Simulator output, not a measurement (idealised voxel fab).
process module | voxel transistor to metal
cross-section cut | 175 nm wide | cells 5 nm
A cross-section is a grid of square cells, given in bands from the top down. A band is one or more rows of cells.
Each band's line starts with the height of the band's top and of its bottom, in nm. Then come its materials from left to right, each with its width in nm. One material with "throughout" fills the band from edge to edge. "air" is empty space.
Height 0 is the level under which the wafer as received is all one material. The lowest band goes on downwards, as in "0 down".
A width such as "30 to 40" changes by the same amount from each row of cells to the next, from the band's top row to its bottom row.
"no change" after a step means that no cell of the cross-section changed.
closed voids: empty space of 8 cells or more with no open way to the top, each as width x height at its distance from the left edge, in nm
after a step's settings: what the simulator itself notes on the step
overlay nm, on a step with a mask: how far to the right of its planned place the mask lay; to the left if negative
Each pair below shows a cross-section before one step and the cross-section after it, down to the lowest band that changed. The line under each pair gives the step between them, with its settings. The pairs can come from different runs of this module on the same starting wafer, so a pair continues from the pair above only where its "before" says so.
before
  35 to 30: polySi 20 | air 130 | polySi 25
  30 to 25: polySi 20 | air 15 | polySi 100 | air 15 | polySi 25
  25 to 5: polySi throughout
  5 to 0: SiO2 20 | polySi 130 | SiO2 25
  0 to -5: SiO2 20 | polySi 15 | SiO2 100 | polySi 15 | SiO2 25
  -5 to -10: SiO2 40 | Si 90 | SiO2 45
  -10 to -40: SiO2 35 | Si 100 | SiO2 40
  -40 down: Si throughout
  closed voids: none
after
  50 to 45: SiCN 20 | air 130 | SiCN 25
  45 to 40: SiCN 20 | air 15 | SiCN 100 | air 15 | SiCN 25
  40 to 35: SiCN throughout
  35 to 30: polySi 20 | SiCN 130 | polySi 25
  30 to 25: polySi 20 | SiCN 15 | polySi 100 | SiCN 15 | polySi 25
  below 25: unchanged
  closed voids: none
the step between: op DIRECTIONAL_DEP | material SiCN | thk nm 15
before: the cross-section after the pair above
after
  60 to 55: aC 20 | air 130 | aC 25
  55 to 50: aC 20 | air 15 | aC 100 | air 15 | aC 25
  50 to 45: SiCN 20 | aC 130 | SiCN 25
  45 to 40: SiCN 20 | aC 15 | SiCN 100 | aC 15 | SiCN 25
  below 40: unchanged
  closed voids: none
the step between: op DIRECTIONAL_DEP | material aC | thk nm 10
before: the cross-section after the pair above
after
  85 to 60: air 75 | resist 20 | air 80
  60 to 55: aC 20 | air 55 | resist 20 | air 55 | aC 25
  below 55: unchanged
  closed voids: none
the step between: op PATTERN | tone cover | mask id GATE | material resist | width nm 20 | thk nm 25 | overlay nm 0
before: the cross-section after the pair above
after
  75 to 55: air 75 | resist 20 | air 80
  55 to 50: air 75 | aC 20 | air 80
  50 to 45: SiCN 20 | air 55 | aC 20 | air 55 | SiCN 25
  45 to 40: SiCN 20 | air 15 | SiCN 100 | air 15 | SiCN 25
  below 40: unchanged
  closed voids: none
the step between: op DIRECTIONAL_ETCH | etch materials aC | depth nm 10
before: the cross-section after the pair above
after
  55 to 50: air 75 | aC 20 | air 80
  below 50: unchanged
  closed voids: none
the step between: op STRIP | etch materials resist
before: the cross-section after the pair above
after
  55 to 45: air 75 | aC 20 | air 80
  45 to 35: air 75 | SiCN 20 | air 80
  35 to 30: polySi 20 | air 55 | SiCN 20 | air 55 | polySi 25
  30 to 25: polySi 20 | air 15 | polySi 100 | air 15 | polySi 25
  below 25: unchanged
  closed voids: none
the step between: op DIRECTIONAL_ETCH | etch materials SiCN | depth nm 25
before: the cross-section after the pair above
after
  55 to 45: air 75 | aC 20 | air 80
  45 to 30: air 75 | SiCN 20 | air 80
  30 to 5: air 75 | polySi 20 | air 80
  5 to 0: SiO2 20 | air 55 | polySi 20 | air 55 | SiO2 25
  0 to -5: SiO2 20 | air 15 | SiO2 100 | air 15 | SiO2 25
  below -5: unchanged
  closed voids: none
the step between: op DIRECTIONAL_ETCH | etch materials polySi | depth nm 40
before: the cross-section after the pair above
after
  45 to 30: air 75 | SiCN 20 | air 80
  below 30: unchanged
  closed voids: none
the step between: op STRIP | etch materials aC
before: the cross-section after the pair above
after
  50 to 45: air 70 | SiO2 30 | air 75
  45 to 30: air 70 | SiO2 5 | SiCN 20 | SiO2 5 | air 75
  30 to 10: air 70 | SiO2 5 | polySi 20 | SiO2 5 | air 75
  10 to 0: SiO2 25 | air 45 to 5 | SiO2 5 to 45 | polySi 20 | SiO2 5 to 45 | air 45 to 5 | SiO2 30
  0 to -5: SiO2 throughout
  below -5: unchanged
  closed voids: none
the step between: op CONFORMAL_DEP | material SiO2 | thk nm 5
before: the cross-section after the pair above
after
  45 to 30: air 70 | SiO2 5 | SiCN 20 | SiO2 5 | air 75
  30 to 5: air 70 | SiO2 5 | polySi 20 | SiO2 5 | air 75
  5 to 0: SiO2 25 | air 45 | SiO2 5 | polySi 20 | SiO2 5 | air 45 | SiO2 30
  0 to -5: SiO2 25 | air 5 | SiO2 110 | air 5 | SiO2 30
  below -5: unchanged
  closed voids: none
the step between: op DIRECTIONAL_ETCH | etch materials SiO2 | depth nm 5
before: the cross-section after the pair above
after
  55 to 45: air 60 | SiN 50 | air 65
  45 to 30: air 60 | SiN 10 | SiO2 5 | SiCN 20 | SiO2 5 | SiN 10 | air 65
  30 to 15: air 60 | SiN 10 | SiO2 5 | polySi 20 | SiO2 5 | SiN 10 | air 65
  15 to 10: SiN 35 | air 25 | SiN 10 | SiO2 5 | polySi 20 | SiO2 5 | SiN 10 | air 25 | SiN 40
  10 to 5: SiN 70 | SiO2 5 | polySi 20 | SiO2 5 | SiN 75
  5 to 0: SiO2 25 | SiN 45 | SiO2 5 | polySi 20 | SiO2 5 | SiN 45 | SiO2 30
  0 to -5: SiO2 25 | SiN 5 | SiO2 110 | SiN 5 | SiO2 30
  below -5: unchanged
  closed voids: none
the step between: op CONFORMAL_DEP | material SiN | thk nm 10
before: the cross-section after the pair above
after
  45 to 30: air 60 | SiN 10 | SiO2 5 | SiCN 20 | SiO2 5 | SiN 10 | air 65
  30 to 5: air 60 | SiN 10 | SiO2 5 | polySi 20 | SiO2 5 | SiN 10 | air 65
  5 to 0: SiO2 25 | SiN 10 | air 25 | SiN 10 | SiO2 5 | polySi 20 | SiO2 5 | SiN 10 | air 25 | SiN 10 | SiO2 30
  below 0: unchanged
  closed voids: none
the step between: op DIRECTIONAL_ETCH | etch materials SiN | depth nm 10
before: the cross-section after the pair above
after
  45 to 40: air 60 | SiN 10 | air 5 | SiCN 20 | air 5 | SiN 10 | air 65
  40 to 30: air 60 | SiN 10 | SiO2 5 | SiCN 20 | SiO2 5 | SiN 10 | air 65
  30 to 5: air 60 | SiN 10 | SiO2 5 | polySi 20 | SiO2 5 | SiN 10 | air 65
  5 to 0: air 25 | SiN 10 | air 25 | SiN 10 | SiO2 5 | polySi 20 | SiO2 5 | SiN 10 | air 25 | SiN 10 | air 30
  0 to -5: SiO2 25 | SiN 5 | SiO2 5 | air 25 | SiO2 50 | air 25 | SiO2 5 | SiN 5 | SiO2 30
  below -5: unchanged
  closed voids: none
the step between: op DIRECTIONAL_ETCH | etch materials SiO2 | depth nm 5
before: the cross-section after the pair above
after
  45 to 40: air 60 | SiN 10 | air 5 | SiCN 20 | air 5 | SiN 10 | air 65
  40 to 30: air 60 | SiN 10 | SiO2 5 | SiCN 20 | SiO2 5 | SiN 10 | air 65
  30 to 5: air 60 | SiN 10 | SiO2 5 | polySi 20 | SiO2 5 | SiN 10 | air 65
  5 to 0: air 25 | SiN 10 | air 25 | SiN 10 | SiO2 5 | polySi 20 | SiO2 5 | SiN 10 | air 25 | SiN 10 | air 30
  0 to -5: SiO2 25 | SiN 5 | SiO2 5 | air 25 | SiO2 50 | air 25 | SiO2 5 | SiN 5 | SiO2 30
  -5 to -10: SiO2 40 | air 20 | Si 50 | air 20 | SiO2 45
  -10 to -20: SiO2 35 | Si 5 | air 20 | Si 50 | air 20 | Si 5 | SiO2 40
  below -20: unchanged
  closed voids: none
the step between: op DIRECTIONAL_ETCH | etch materials Si | depth nm 15
before: the cross-section after the pair above
after
  45 to 40: air 60 | SiN 10 | air 5 | SiCN 20 | air 5 | SiN 10 | air 65
  40 to 30: air 60 | SiN 10 | SiO2 5 | SiCN 20 | SiO2 5 | SiN 10 | air 65
  30 to 10: air 60 | SiN 10 | SiO2 5 | polySi 20 | SiO2 5 | SiN 10 | air 65
  10 to 5: air 45 | SiGe 15 | SiN 10 | SiO2 5 | polySi 20 | SiO2 5 | SiN 10 | SiGe 15 | air 50
  5 to 0: air 25 | SiN 10 | SiGe 25 | SiN 10 | SiO2 5 | polySi 20 | SiO2 5 | SiN 10 | SiGe 25 | SiN 10 | air 30
  0 to -5: SiO2 25 | SiN 5 | SiO2 5 | SiGe 25 | SiO2 50 | SiGe 25 | SiO2 5 | SiN 5 | SiO2 30
  -5 to -10: SiO2 40 | SiGe 20 | Si 50 | SiGe 20 | SiO2 45
  -10 to -20: SiO2 35 | Si 5 | SiGe 20 | Si 50 | SiGe 20 | Si 5 | SiO2 40
  below -20: unchanged
  closed voids: none
the step between: op EPI | material SiGe | thk nm 15
before: the cross-section after the pair above
after
  55 to 45: SiO2 throughout
  45 to 30: SiO2 60 | SiN 10 | SiO2 5 | SiCN 20 | SiO2 5 | SiN 10 | SiO2 65
  30 to 10: SiO2 60 | SiN 10 | SiO2 5 | polySi 20 | SiO2 5 | SiN 10 | SiO2 65
  10 to 5: SiO2 45 | SiGe 15 | SiN 10 | SiO2 5 | polySi 20 | SiO2 5 | SiN 10 | SiGe 15 | SiO2 50
  5 to 0: SiO2 25 | SiN 10 | SiGe 25 | SiN 10 | SiO2 5 | polySi 20 | SiO2 5 | SiN 10 | SiGe 25 | SiN 10 | SiO2 30
  below 0: unchanged
  closed voids: none
the step between: op FILL_DEP | material SiO2 | thk nm 10
before: the cross-section after the pair above
after
  45 to 30: SiO2 60 | SiN 10 | SiO2 5 | SiCN 20 | SiO2 5 | SiN 10 | SiO2 65
  below 30: unchanged
  closed voids: none
the step between: op CMP | height nm 45
before: the cross-section after the pair above
after
  55 to 45: SiO2 throughout
  below 45: unchanged
  closed voids: none
the step between: op DIRECTIONAL_DEP | material SiO2 | thk nm 10
before: the cross-section after the pair above
after
  70 to 55: aC throughout
  below 55: unchanged
  closed voids: none
the step between: op DIRECTIONAL_DEP | material aC | thk nm 15
before: the cross-section after the pair above
after
  105 to 70: resist 40 | air 30 | resist 30 | air 30 | resist 45
  below 70: unchanged
  closed voids: none
the step between: op PATTERN | tone open | mask id CONTACT | material resist | width nm 30 | pitch nm 60 | thk nm 35 | overlay nm 0
before: the cross-section after the pair above
after
  90 to 70: resist 40 | air 30 | resist 30 | air 30 | resist 45
  70 to 55: aC 40 | air 30 | aC 30 | air 30 | aC 45
  below 55: unchanged
  closed voids: none
the step between: op DIRECTIONAL_ETCH | etch materials aC | depth nm 15
before: the cross-section after the pair above
after
  70 to 55: aC 40 | air 30 | aC 30 | air 30 | aC 45
  below 55: unchanged
  closed voids: none
the step between: op STRIP | etch materials resist
before: the cross-section after the pair above
after
  70 to 55: aC 40 | air 30 | aC 30 | air 30 | aC 45
  55 to 45: SiO2 40 | air 30 | SiO2 30 | air 30 | SiO2 45
  45 to 30: SiO2 40 | air 20 | SiN 10 | SiO2 5 | SiCN 20 | SiO2 5 | SiN 10 | air 20 | SiO2 45
  30 to 10: SiO2 40 | air 20 | SiN 10 | SiO2 5 | polySi 20 | SiO2 5 | SiN 10 | air 20 | SiO2 45
  below 10: unchanged
  closed voids: none
the step between: op DIRECTIONAL_ETCH | etch materials SiO2 | depth nm 45
before: the cross-section after the pair above
after
  55 to 45: SiO2 40 | air 30 | SiO2 30 | air 30 | SiO2 45
  below 45: unchanged
  closed voids: none
the step between: op STRIP | etch materials aC
before: the cross-section after the pair above
after
  60 to 55: TiN 45 | air 20 | TiN 40 | air 20 | TiN 50
  55 to 45: SiO2 40 | TiN 5 | air 20 to 10 | TiN 5 to 15 | SiO2 30 | TiN 5 to 15 | air 20 to 10 | TiN 5 | SiO2 45
  45 to 30: SiO2 40 | TiN 5 | air 10 | TiN 5 | SiN 10 | SiO2 5 | SiCN 20 | SiO2 5 | SiN 10 | TiN 5 | air 10 | TiN 5 | SiO2 45
  30 to 15: SiO2 40 | TiN 5 | air 10 | TiN 5 | SiN 10 | SiO2 5 | polySi 20 | SiO2 5 | SiN 10 | TiN 5 | air 10 | TiN 5 | SiO2 45
  15 to 10: SiO2 40 | TiN 20 | SiN 10 | SiO2 5 | polySi 20 | SiO2 5 | SiN 10 | TiN 20 | SiO2 45
  below 10: unchanged
  closed voids: none
the step between: op CONFORMAL_DEP | material TiN | thk nm 5
before: the cross-section after the pair above
after
  65 to 60: W throughout
  60 to 55: TiN 45 | W 20 | TiN 40 | W 20 | TiN 50
  55 to 45: SiO2 40 | TiN 5 | W 20 to 10 | TiN 5 to 15 | SiO2 30 | TiN 5 to 15 | W 20 to 10 | TiN 5 | SiO2 45
  45 to 30: SiO2 40 | TiN 5 | W 10 | TiN 5 | SiN 10 | SiO2 5 | SiCN 20 | SiO2 5 | SiN 10 | TiN 5 | W 10 | TiN 5 | SiO2 45
  30 to 15: SiO2 40 | TiN 5 | W 10 | TiN 5 | SiN 10 | SiO2 5 | polySi 20 | SiO2 5 | SiN 10 | TiN 5 | W 10 | TiN 5 | SiO2 45
  below 15: unchanged
  closed voids: none
the step between: op FILL_DEP | material W | thk nm 5
before: the cross-section after the pair above
after
  55 to 45: SiO2 40 | TiN 5 | W 20 to 10 | TiN 5 to 15 | SiO2 30 | TiN 5 to 15 | W 20 to 10 | TiN 5 | SiO2 45
  below 45: unchanged
  closed voids: none
the step between: op CMP | height nm 55
before: the cross-section after the pair above
after
  60 to 55: TiN throughout
  below 55: unchanged
  closed voids: none
the step between: op DIRECTIONAL_DEP | material TiN | thk nm 5
before: the cross-section after the pair above
after
  85 to 60: W throughout
  below 60: unchanged
  closed voids: none
the step between: op DIRECTIONAL_DEP | material W | thk nm 25
before: the cross-section after the pair above
after
  100 to 85: air 40 | resist 20 | air 50 | resist 20 | air 45
  below 85: unchanged
  closed voids: none
the step between: op PATTERN | tone cover | mask id METAL_1 | material resist | width nm 20 | pitch nm 70 | thk nm 15 | overlay nm 0
before: the cross-section after the pair above
after
  100 to 85: air 40 | resist 20 | air 50 | resist 20 | air 45
  85 to 60: air 40 | W 20 | air 50 | W 20 | air 45
  below 60: unchanged
  closed voids: none
the step between: op DIRECTIONAL_ETCH | etch materials W | depth nm 25
before: the cross-section after the pair above
after
  100 to 85: air 40 | resist 20 | air 50 | resist 20 | air 45
  85 to 60: air 40 | W 20 | air 50 | W 20 | air 45
  60 to 55: air 40 | TiN 20 | air 50 | TiN 20 | air 45
  below 55: unchanged
  closed voids: none
the step between: op DIRECTIONAL_ETCH | etch materials TiN | depth nm 5
before: the cross-section after the pair above
after
  85 to 60: air 40 | W 20 | air 50 | W 20 | air 45
  below 60: unchanged
  closed voids: none
the step between: op STRIP | etch materials resist
before: the cross-section after the pair above
after
  90 to 85: air 35 | SiN 30 | air 40 | SiN 30 | air 40
  85 to 60: air 35 | SiN 5 | W 20 | SiN 5 | air 40 | SiN 5 | W 20 | SiN 5 | air 40
  60 to 55: SiN 40 | TiN 20 | SiN 50 | TiN 20 | SiN 45
  below 55: unchanged
  closed voids: none
the step between: op CONFORMAL_DEP | material SiN | thk nm 5
before: the cross-section after the pair above
after
  95 to 90: lowk throughout
  90 to 85: lowk 35 | SiN 30 | lowk 40 | SiN 30 | lowk 40
  85 to 60: lowk 35 | SiN 5 | W 20 | SiN 5 | lowk 40 | SiN 5 | W 20 | SiN 5 | lowk 40
  below 60: unchanged
  closed voids: none
the step between: op FILL_DEP | material lowk | thk nm 5
before: the cross-section after the pair above
after
  85 to 60: lowk 35 | SiN 5 | W 20 | SiN 5 | lowk 40 | SiN 5 | W 20 | SiN 5 | lowk 40
  below 60: unchanged
  closed voids: none
the step between: op CMP | height nm 85
before: the cross-section after the pair above
after
  90 to 85: SiCN throughout
  below 85: unchanged
  closed voids: none
the step between: op CONFORMAL_DEP | material SiCN | thk nm 5
before: the cross-section after the pair above
after
  125 to 90: lowk throughout
  below 90: unchanged
  closed voids: none
the step between: op DIRECTIONAL_DEP | material lowk | thk nm 35
before: the cross-section after the pair above
after
  125 to 105: lowk 40 | air 20 | lowk 50 | air 20 | lowk 45
  below 105: unchanged
  closed voids: none
the step between: op MASKED_ETCH | tone open | mask id METAL_2 | width nm 20 | pitch nm 70 | etch materials lowk | depth nm 20 | overlay nm 0
before: the cross-section after the pair above
after
  140 to 125: aC 40 | air 20 | aC 50 | air 20 | aC 45
  125 to 120: lowk 40 | air 20 | lowk 50 | air 20 | lowk 45
  120 to 105: lowk 40 | aC 20 | lowk 50 | aC 20 | lowk 45
  below 105: unchanged
  closed voids: none
the step between: op DIRECTIONAL_DEP | material aC | thk nm 15
before: the cross-section after the pair above
after
  175 to 140: resist 40 | air 15 | resist 55 | air 15 | resist 50
  140 to 125: aC 40 | air 15 | resist 5 | aC 50 | air 15 | resist 5 | aC 45
  125 to 120: lowk 40 | air 15 | resist 5 | lowk 50 | air 15 | resist 5 | lowk 45
  below 120: unchanged
  closed voids: none
the step between: op PATTERN | tone open | mask id METAL_2_HOLES | material resist | width nm 15 | pitch nm 70 | thk nm 35 | overlay nm 0
before: the cross-section after the pair above
after
  160 to 140: resist 40 | air 15 | resist 55 | air 15 | resist 50
  140 to 125: aC 40 | air 15 | resist 5 | aC 50 | air 15 | resist 5 | aC 45
  125 to 120: lowk 40 | air 15 | resist 5 | lowk 50 | air 15 | resist 5 | lowk 45
  120 to 105: lowk 40 | air 15 | aC 5 | lowk 50 | air 15 | aC 5 | lowk 45
  below 105: unchanged
  closed voids: none
the step between: op DIRECTIONAL_ETCH | etch materials aC | depth nm 15
before: the cross-section after the pair above
after
  140 to 125: aC 40 | air 20 | aC 50 | air 20 | aC 45
  125 to 120: lowk 40 | air 20 | lowk 50 | air 20 | lowk 45
  below 120: unchanged
  closed voids: none
the step between: op STRIP | etch materials resist
before: the cross-section after the pair above
after
  140 to 125: aC 40 | air 20 | aC 50 | air 20 | aC 45
  125 to 120: lowk 40 | air 20 | lowk 50 | air 20 | lowk 45
  120 to 105: lowk 40 | air 15 | aC 5 | lowk 50 | air 15 | aC 5 | lowk 45
  105 to 90: lowk 40 | air 15 | lowk 55 | air 15 | lowk 50
  below 90: unchanged
  closed voids: none
the step between: op DIRECTIONAL_ETCH | etch materials lowk | depth nm 15
before: the cross-section after the pair above
after
  140 to 125: aC 40 | air 20 | aC 50 | air 20 | aC 45
  125 to 120: lowk 40 | air 20 | lowk 50 | air 20 | lowk 45
  120 to 105: lowk 40 | air 15 | aC 5 | lowk 50 | air 15 | aC 5 | lowk 45
  105 to 90: lowk 40 | air 15 | lowk 55 | air 15 | lowk 50
  90 to 85: SiCN 40 | air 15 | SiCN 55 | air 15 | SiCN 50
  below 85: unchanged
  closed voids: none
the step between: op DIRECTIONAL_ETCH | etch materials SiCN | depth nm 5
before: the cross-section after the pair above
after
  125 to 105: lowk 40 | air 20 | lowk 50 | air 20 | lowk 45
  below 105: unchanged
  closed voids: none
the step between: op STRIP | etch materials aC
before: the cross-section after the pair above
after
  130 to 125: TiN 45 | air 10 | TiN 60 | air 10 | TiN 50
  125 to 110: lowk 40 | TiN 5 | air 10 | TiN 5 | lowk 50 | TiN 5 | air 10 | TiN 5 | lowk 45
  110 to 105: lowk 40 | TiN 5 | air 5 | TiN 10 | lowk 50 | TiN 5 | air 5 | TiN 10 | lowk 45
  105 to 90: lowk 40 | TiN 5 | air 5 | TiN 5 | lowk 55 | TiN 5 | air 5 | TiN 5 | lowk 50
  90 to 85: SiCN 40 | TiN 15 | SiCN 55 | TiN 15 | SiCN 50
  below 85: unchanged
  closed voids: none
the step between: op CONFORMAL_DEP | material TiN | thk nm 5
before: the cross-section after the pair above
after
  135 to 130: Ru throughout
  130 to 125: TiN 45 | Ru 10 | TiN 60 | Ru 10 | TiN 50
  125 to 110: lowk 40 | TiN 5 | Ru 10 | TiN 5 | lowk 50 | TiN 5 | Ru 10 | TiN 5 | lowk 45
  110 to 105: lowk 40 | TiN 5 | Ru 5 | TiN 10 | lowk 50 | TiN 5 | Ru 5 | TiN 10 | lowk 45
  105 to 90: lowk 40 | TiN 5 | Ru 5 | TiN 5 | lowk 55 | TiN 5 | Ru 5 | TiN 5 | lowk 50
  below 90: unchanged
  closed voids: none
the step between: op FILL_DEP | material Ru | thk nm 5
before: the cross-section after the pair above
after
  125 to 110: lowk 40 | TiN 5 | Ru 10 | TiN 5 | lowk 50 | TiN 5 | Ru 10 | TiN 5 | lowk 45
  below 110: unchanged
  closed voids: none
the step between: op CMP | height nm 125
before: the cross-section after the pair above
after
  130 to 125: SiN throughout
  below 125: unchanged
  closed voids: none
the step between: op CONFORMAL_DEP | material SiN | thk nm 5
before
  60 to 55: TiN throughout
  55 to 45: SiO2 40 | TiN 5 | W 20 to 10 | TiN 5 to 15 | SiO2 30 | TiN 5 to 15 | W 20 to 10 | TiN 5 | SiO2 45
  45 to 30: SiO2 40 | TiN 5 | W 10 | TiN 5 | SiN 10 | SiO2 5 | SiCN 20 | SiO2 5 | SiN 10 | TiN 5 | W 10 | TiN 5 | SiO2 45
  30 to 15: SiO2 40 | TiN 5 | W 10 | TiN 5 | SiN 10 | SiO2 5 | polySi 20 | SiO2 5 | SiN 10 | TiN 5 | W 10 | TiN 5 | SiO2 45
  15 to 10: SiO2 40 | TiN 20 | SiN 10 | SiO2 5 | polySi 20 | SiO2 5 | SiN 10 | TiN 20 | SiO2 45
  10 to 5: SiO2 35 | SiGe 25 | SiN 10 | SiO2 5 | polySi 20 | SiO2 5 | SiN 10 | SiGe 25 | SiO2 40
  5 to 0: SiO2 30 | SiN 10 | SiGe 20 | SiN 10 | SiO2 5 | polySi 20 | SiO2 5 | SiN 10 | SiGe 20 | SiN 10 | SiO2 35
  0 to -5: SiO2 40 | SiGe 20 | SiO2 50 | SiGe 20 | SiO2 45
  -5 to -20: SiO2 35 | Si 5 | SiGe 20 | Si 50 | SiGe 20 | Si 5 | SiO2 40
  -20 to -40: SiO2 35 | Si 100 | SiO2 40
  -40 down: Si throughout
  closed voids: none
after
  75 to 60: W throughout
  below 60: unchanged
  closed voids: none
the step between: op DIRECTIONAL_DEP | material W | thk nm 15
before: the cross-section after the pair above
after
  90 to 75: air 40 | resist 20 | air 50 | resist 20 | air 45
  below 75: unchanged
  closed voids: none
the step between: op PATTERN | tone cover | mask id METAL_1 | material resist | width nm 20 | pitch nm 70 | thk nm 15 | overlay nm 0
before: the cross-section after the pair above
after
  90 to 75: air 40 | resist 20 | air 50 | resist 20 | air 45
  75 to 60: air 40 | W 20 | air 50 | W 20 | air 45
  below 60: unchanged
  closed voids: none
the step between: op DIRECTIONAL_ETCH | etch materials W | depth nm 25
before: the cross-section after the pair above
after
  90 to 75: air 40 | resist 20 | air 50 | resist 20 | air 45
  75 to 60: air 40 | W 20 | air 50 | W 20 | air 45
  60 to 55: air 40 | TiN 20 | air 50 | TiN 20 | air 45
  below 55: unchanged
  closed voids: none
the step between: op DIRECTIONAL_ETCH | etch materials TiN | depth nm 5
before: the cross-section after the pair above
after
  75 to 60: air 40 | W 20 | air 50 | W 20 | air 45
  below 60: unchanged
  closed voids: none
the step between: op STRIP | etch materials resist
before: the cross-section after the pair above
after
  80 to 75: air 35 | SiN 30 | air 40 | SiN 30 | air 40
  75 to 60: air 35 | SiN 5 | W 20 | SiN 5 | air 40 | SiN 5 | W 20 | SiN 5 | air 40
  60 to 55: SiN 40 | TiN 20 | SiN 50 | TiN 20 | SiN 45
  below 55: unchanged
  closed voids: none
the step between: op CONFORMAL_DEP | material SiN | thk nm 5
before: the cross-section after the pair above
after
  85 to 80: lowk throughout
  80 to 75: lowk 35 | SiN 30 | lowk 40 | SiN 30 | lowk 40
  75 to 60: lowk 35 | SiN 5 | W 20 | SiN 5 | lowk 40 | SiN 5 | W 20 | SiN 5 | lowk 40
  below 60: unchanged
  closed voids: none
the step between: op FILL_DEP | material lowk | thk nm 5
before: the cross-section after the pair above
after
  90 to 85: SiCN throughout
  below 85: unchanged
  closed voids: none
the step between: op CONFORMAL_DEP | material SiCN | thk nm 5
before: the cross-section after the pair above
after
  125 to 90: lowk throughout
  below 90: unchanged
  closed voids: none
the step between: op DIRECTIONAL_DEP | material lowk | thk nm 35
before: the cross-section after the pair above
after
  125 to 105: lowk 40 | air 20 | lowk 50 | air 20 | lowk 45
  below 105: unchanged
  closed voids: none
the step between: op MASKED_ETCH | tone open | mask id METAL_2 | width nm 20 | pitch nm 70 | etch materials lowk | depth nm 20 | overlay nm 0
before: the cross-section after the pair above
after
  140 to 125: aC 40 | air 20 | aC 50 | air 20 | aC 45
  125 to 120: lowk 40 | air 20 | lowk 50 | air 20 | lowk 45
  120 to 105: lowk 40 | aC 20 | lowk 50 | aC 20 | lowk 45
  below 105: unchanged
  closed voids: none
the step between: op DIRECTIONAL_DEP | material aC | thk nm 15
before: the cross-section after the pair above
after
  175 to 140: resist 40 | air 15 | resist 55 | air 15 | resist 50
  140 to 125: aC 40 | air 15 | resist 5 | aC 50 | air 15 | resist 5 | aC 45
  125 to 120: lowk 40 | air 15 | resist 5 | lowk 50 | air 15 | resist 5 | lowk 45
  below 120: unchanged
  closed voids: none
the step between: op PATTERN | tone open | mask id METAL_2_HOLES | material resist | width nm 15 | pitch nm 70 | thk nm 35 | overlay nm 0
before: the cross-section after the pair above
after
  160 to 140: resist 40 | air 15 | resist 55 | air 15 | resist 50
  140 to 125: aC 40 | air 15 | resist 5 | aC 50 | air 15 | resist 5 | aC 45
  125 to 120: lowk 40 | air 15 | resist 5 | lowk 50 | air 15 | resist 5 | lowk 45
  120 to 105: lowk 40 | air 15 | aC 5 | lowk 50 | air 15 | aC 5 | lowk 45
  below 105: unchanged
  closed voids: none
the step between: op DIRECTIONAL_ETCH | etch materials aC | depth nm 15
before: the cross-section after the pair above
after
  140 to 125: aC 40 | air 20 | aC 50 | air 20 | aC 45
  125 to 120: lowk 40 | air 20 | lowk 50 | air 20 | lowk 45
  below 120: unchanged
  closed voids: none
the step between: op STRIP | etch materials resist
before: the cross-section after the pair above
after
  140 to 125: aC 40 | air 20 | aC 50 | air 20 | aC 45
  125 to 120: lowk 40 | air 20 | lowk 50 | air 20 | lowk 45
  120 to 105: lowk 40 | air 15 | aC 5 | lowk 50 | air 15 | aC 5 | lowk 45
  105 to 90: lowk 40 | air 15 | lowk 55 | air 15 | lowk 50
  below 90: unchanged
  closed voids: none
the step between: op DIRECTIONAL_ETCH | etch materials lowk | depth nm 15
before: the cross-section after the pair above
after
  140 to 125: aC 40 | air 20 | aC 50 | air 20 | aC 45
  125 to 120: lowk 40 | air 20 | lowk 50 | air 20 | lowk 45
  120 to 105: lowk 40 | air 15 | aC 5 | lowk 50 | air 15 | aC 5 | lowk 45
  105 to 90: lowk 40 | air 15 | lowk 55 | air 15 | lowk 50
  90 to 85: SiCN 40 | air 15 | SiCN 55 | air 15 | SiCN 50
  below 85: unchanged
  closed voids: none
the step between: op DIRECTIONAL_ETCH | etch materials SiCN | depth nm 5
before: the cross-section after the pair above
after
  125 to 105: lowk 40 | air 20 | lowk 50 | air 20 | lowk 45
  below 105: unchanged
  closed voids: none
the step between: op STRIP | etch materials aC
before: the cross-section after the pair above
after
  130 to 125: TiN 45 | air 10 | TiN 60 | air 10 | TiN 50
  125 to 110: lowk 40 | TiN 5 | air 10 | TiN 5 | lowk 50 | TiN 5 | air 10 | TiN 5 | lowk 45
  110 to 105: lowk 40 | TiN 5 | air 5 | TiN 10 | lowk 50 | TiN 5 | air 5 | TiN 10 | lowk 45
  105 to 90: lowk 40 | TiN 5 | air 5 | TiN 5 | lowk 55 | TiN 5 | air 5 | TiN 5 | lowk 50
  90 to 85: SiCN 40 | TiN 15 | SiCN 55 | TiN 15 | SiCN 50
  below 85: unchanged
  closed voids: none
the step between: op CONFORMAL_DEP | material TiN | thk nm 5
before: the cross-section after the pair above
after
  135 to 130: Ru throughout
  130 to 125: TiN 45 | Ru 10 | TiN 60 | Ru 10 | TiN 50
  125 to 110: lowk 40 | TiN 5 | Ru 10 | TiN 5 | lowk 50 | TiN 5 | Ru 10 | TiN 5 | lowk 45
  110 to 105: lowk 40 | TiN 5 | Ru 5 | TiN 10 | lowk 50 | TiN 5 | Ru 5 | TiN 10 | lowk 45
  105 to 90: lowk 40 | TiN 5 | Ru 5 | TiN 5 | lowk 55 | TiN 5 | Ru 5 | TiN 5 | lowk 50
  below 90: unchanged
  closed voids: none
the step between: op FILL_DEP | material Ru | thk nm 5
before: the cross-section after the pair above
after
  125 to 110: lowk 40 | TiN 5 | Ru 10 | TiN 5 | lowk 50 | TiN 5 | Ru 10 | TiN 5 | lowk 45
  below 110: unchanged
  closed voids: none
the step between: op CMP | height nm 125
before: the cross-section after the pair above
after
  130 to 125: SiN throughout
  below 125: unchanged
  closed voids: none
the step between: op CONFORMAL_DEP | material SiN | thk nm 5
before
  60 to 55: aC 25 | air 120 | aC 30
  55 to 50: aC throughout
  50 to 45: SiCN 25 | aC 120 | SiCN 30
  45 to 35: SiCN throughout
  35 to 30: polySi 25 | SiCN 120 | polySi 30
  30 to 5: polySi throughout
  5 to 0: SiO2 25 | polySi 120 | SiO2 30
  0 to -5: SiO2 throughout
  -5 to -40: SiO2 35 | Si 100 | SiO2 40
  -40 down: Si throughout
  closed voids: none
after
  85 to 60: air 75 | resist 25 | air 75
  60 to 55: aC 25 | air 50 | resist 25 | air 45 | aC 30
  below 55: unchanged
  closed voids: none
the step between: op PATTERN | tone cover | mask id GATE | material resist | width nm 25 | thk nm 25 | overlay nm 0
before: the cross-section after the pair above
after
  75 to 55: air 75 | resist 25 | air 75
  55 to 50: air 75 | aC 25 | air 75
  50 to 45: SiCN 25 | air 50 | aC 25 | air 45 | SiCN 30
  below 45: unchanged
  closed voids: none
the step between: op DIRECTIONAL_ETCH | etch materials aC | depth nm 10
before: the cross-section after the pair above
after
  55 to 50: air 75 | aC 25 | air 75
  below 50: unchanged
  closed voids: none
the step between: op STRIP | etch materials resist
before: the cross-section after the pair above
after
  55 to 45: air 75 | aC 25 | air 75
  45 to 35: air 75 | SiCN 25 | air 75
  35 to 30: polySi 25 | air 50 | SiCN 25 | air 45 | polySi 30
  below 30: unchanged
  closed voids: none
the step between: op DIRECTIONAL_ETCH | etch materials SiCN | depth nm 25
